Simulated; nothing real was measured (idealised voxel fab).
Process module heading - voxel self aligned contacts
cross-section cut | 225 nm wide | cells 5 nm
Format of a cross-section: grid, square cells. Given as bands. Order: top down. Band: one or more rows of cells. Band: top and bottom heights (nm) first, top before bottom; then materials from left to right, widths in nm. "full width" marks a sole material filling the band edge to edge. "air" denotes empty space. Basically, 0 is our baseline, since under it the wafer straight out of the box is all one material. The bottom band has no lower end and keeps on going down, so it looks like "0 nm and below". It should be noted that a width expressed as "30 to 40" varies in equal increments from row to row of cells within the band, taking the value of the first number at the top row and that of the second number at the bottom row. The cross-section has no changed cell in any step marked "nothing different". In the "Enclosed empty spaces" entry, you get each enclosed empty space of 8 cells or more, one with no open way to the top, written width x height at distance, distance from the left edge, in nm. Read whatever lies past the settings on a step's line as the simulator's own remark about the step. overlay nm: mask offset rightward from planned place, masked step; negative means leftward offset.

**Intended process steps**
| 1 | RECEIVE with material Si |
| 2 | OXIDIZE with depth nm 5 |
| 3 | DIRECTIONAL_DEP with material polySi, thk nm 30 |
| 4 | DIRECTIONAL_DEP with material SiN, thk nm 20 |
| 5 | PATTERN with tone cover, mask id GATE, material resist, width nm 35, pitch nm 65, thk nm 15, overlay nm 0 |
| 6 | DIRECTIONAL_ETCH with etch materials SiN, depth nm 20 |
| 7 | DIRECTIONAL_ETCH with etch materials polySi, depth nm 30 |
| 8 | STRIP with etch materials resist |
| 9 | CONFORMAL_DEP with material SiN, thk nm 5 |
| 10 | DIRECTIONAL_ETCH with etch materials SiN, depth nm 5 |
| 11 | FILL_DEP with material SiO2, thk nm 15 |
| 12 | CMP with height nm 60 |
| 13 | DIRECTIONAL_DEP with material aC, thk nm 15 |
| 14 | PATTERN with tone open, mask id CONTACT, material resist, width nm 50, pitch nm 65, thk nm 30, overlay nm 0 |
| 15 | DIRECTIONAL_ETCH with etch materials aC, depth nm 15 |
| 16 | STRIP with etch materials resist |
| 17 | DIRECTIONAL_ETCH with etch materials SiO2, depth nm 65 |
| 18 | STRIP with etch materials aC |
| 19 | CONFORMAL_DEP with material TiN, thk nm 5 |
| 20 | FILL_DEP with material W, thk nm 10 |
| 21 | CMP with height nm 60 |
| 22 | CONFORMAL_DEP with material SiN, thk nm 5 |

**Cross-sectional view of the wafer in its as-received condition, corresponding to the state after step 1**
    0 nm and below | Si full width
    Enclosed empty spaces: none

**Wafer cross-section at end of module: start and plan as shown above, one execution error**
    65 nm to 60 nm | SiN full width
    60 nm to 50 nm | SiO2 (55) / TiN (5 to 15) / W (40 to 20) / TiN (5 to 15) / SiO2 (15) / TiN (5 to 15) / W (40 to 20) / TiN (5 to 15) / SiO2 (55)
    50 nm to 30 nm | SiO2 (30) / SiN (35) / TiN (5) / W (20) / TiN (5) / SiN (35) / TiN (5) / W (20) / TiN (5) / SiN (35) / SiO2 (30)
    30 nm to 0 nm | SiO2 (30) / SiN (5) / polySi (25) / SiN (5) / TiN (5) / W (20) / TiN (5) / SiN (5) / polySi (25) / SiN (5) / TiN (5) / W (20) / TiN (5) / SiN (5) / polySi (25) / SiN (5) / SiO2 (30)
    0 nm to -5 nm | SiO2 (65) / TiN (30) / SiO2 (35) / TiN (30) / SiO2 (65)
    -5 nm and below | Si full width
    Enclosed empty spaces: none
What was the processing mistake? it should be noted that step 5 was executed with settings other than those planned, the operation and settings actually applied being PATTERN with tone cover, mask id GATE, material resist, width nm 25, pitch nm 65, thk nm 15, overlay nm 0
